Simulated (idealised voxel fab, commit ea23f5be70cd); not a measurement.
process module | voxel transistor to metal
cross-section cut | 260 nm wide | cells 5 nm
A cross-section is a grid of square cells, given in bands from the top down. A band is one or more rows of cells.
Each band's line starts with the height of the band's top and of its bottom, in nm. Then come its materials from left to right, each with its width in nm. One material with "throughout" fills the band from edge to edge. "air" is empty space.
Height 0 is the level under which the wafer as received is all one material. The lowest band goes on downwards, as in "0 down".
A width such as "30 to 40" changes by the same amount from each row of cells to the next, from the band's top row to its bottom row.
"no change" after a step means that no cell of the cross-section changed.
closed voids: empty space of 8 cells or more with no open way to the top, each as width x height at its distance from the left edge, in nm
after a step's settings: what the simulator itself notes on the step
overlay nm, on a step with a mask: how far to the right of its planned place the mask lay; to the left if negative
plan
1 op RECEIVE | material Si
2 op CONFORMAL_DEP | material SiO2 | thk nm 5
3 op CONFORMAL_DEP | material SiN | thk nm 10
4 op DIRECTIONAL_DEP | material aC | thk nm 10
5 op PATTERN | tone cover | mask id ACTIVE | material resist | width nm 100 | pitch nm 130 | thk nm 30 | overlay nm 0
6 op DIRECTIONAL_ETCH | etch materials aC | depth nm 10
7 op STRIP | etch materials resist
8 op DIRECTIONAL_ETCH | etch materials SiN | depth nm 10
9 op DIRECTIONAL_ETCH | etch materials SiO2 | depth nm 5
10 op DIRECTIONAL_ETCH | etch materials Si | depth nm 25
11 op STRIP | etch materials aC
12 op OXIDIZE | depth nm 5
13 op FILL_DEP | material SiO2 | thk nm 5
14 op CMP | height nm 15
15 op SELECTIVE_ETCH | etch materials SiO2 | depth nm 10
16 op STRIP | etch materials SiN
17 op SELECTIVE_ETCH | etch materials SiO2 | depth nm 5
18 op OXIDIZE | depth nm 5
19 op DIRECTIONAL_DEP | material polySi | thk nm 30
20 op DIRECTIONAL_DEP | material SiCN | thk nm 15
21 op PATTERN | tone cover | mask id GATE | material resist | width nm 20 | pitch nm 130 | thk nm 15 | overlay nm 0
22 op DIRECTIONAL_ETCH | etch materials SiCN | depth nm 25
23 op DIRECTIONAL_ETCH | etch materials polySi | depth nm 40
24 op STRIP | etch materials resist
25 op CONFORMAL_DEP | material SiO2 | thk nm 5
26 op DIRECTIONAL_ETCH | etch materials SiO2 | depth nm 5
27 op CONFORMAL_DEP | material SiN | thk nm 10
28 op DIRECTIONAL_ETCH | etch materials SiN | depth nm 10
29 op DIRECTIONAL_ETCH | etch materials SiO2 | depth nm 5
30 op DIRECTIONAL_ETCH | etch materials Si | depth nm 15
31 op EPI | material pSi | thk nm 20
32 op FILL_DEP | material SiO2 | thk nm 10
33 op CMP | height nm 45
34 op DIRECTIONAL_DEP | material SiO2 | thk nm 10
35 op PATTERN | tone open | mask id CONTACT | material resist | width nm 15 | pitch nm 65 | thk nm 15 | overlay nm 0
36 op DIRECTIONAL_ETCH | etch materials SiO2 | depth nm 40
37 op STRIP | etch materials resist
38 op CONFORMAL_DEP | material TiN | thk nm 5
39 op FILL_DEP | material Ru | thk nm 5
40 op CMP | height nm 55
41 op CONFORMAL_DEP | material SiCN | thk nm 5
42 op DIRECTIONAL_DEP | material lowk | thk nm 15
43 op DIRECTIONAL_DEP | material aC | thk nm 15
44 op PATTERN | tone open | mask id METAL_1 | material resist | width nm 15 | pitch nm 65 | thk nm 30 | overlay nm 0
45 op DIRECTIONAL_ETCH | etch materials aC | depth nm 15
46 op STRIP | etch materials resist
47 op DIRECTIONAL_ETCH | etch materials lowk | depth nm 15
48 op DIRECTIONAL_ETCH | etch materials SiCN | depth nm 5
49 op STRIP | etch materials aC
50 op CONFORMAL_DEP | material TiN | thk nm 5
51 op FILL_DEP | material W | thk nm 10
52 op CMP | height nm 75
53 op EPI | material Ru | thk nm 5
54 op FILL_DEP | material SiCN | thk nm 5
varied across the wafers: thk nm of step 50. The plan shows the first wafer's value. All wafers start alike
first wafer as received, after step 1
  0 down: Si throughout
  closed voids: none
each wafer at the end: cells of each material gained (+) or lost (-) since it was received, then its closed voids
thk nm 5 | +48 Ru | -180 Si | +148 SiCN | +72 SiN | +396 SiO2 | +104 TiN | +12 W | +120 lowk | +116 pSi | +48 polySi | closed voids: none
thk nm 10 | +48 Ru | -180 Si | +148 SiCN | +72 SiN | +396 SiO2 | +116 TiN | +120 lowk | +116 pSi | +48 polySi | closed voids: none
thk nm 15 | +48 Ru | -180 Si | +148 SiCN | +72 SiN | +396 SiO2 | +116 TiN | +120 lowk | +116 pSi | +48 polySi | closed voids: none
thk nm 20 | +48 Ru | -180 Si | +148 SiCN | +72 SiN | +396 SiO2 | +116 TiN | +120 lowk | +116 pSi | +48 polySi | closed voids: none
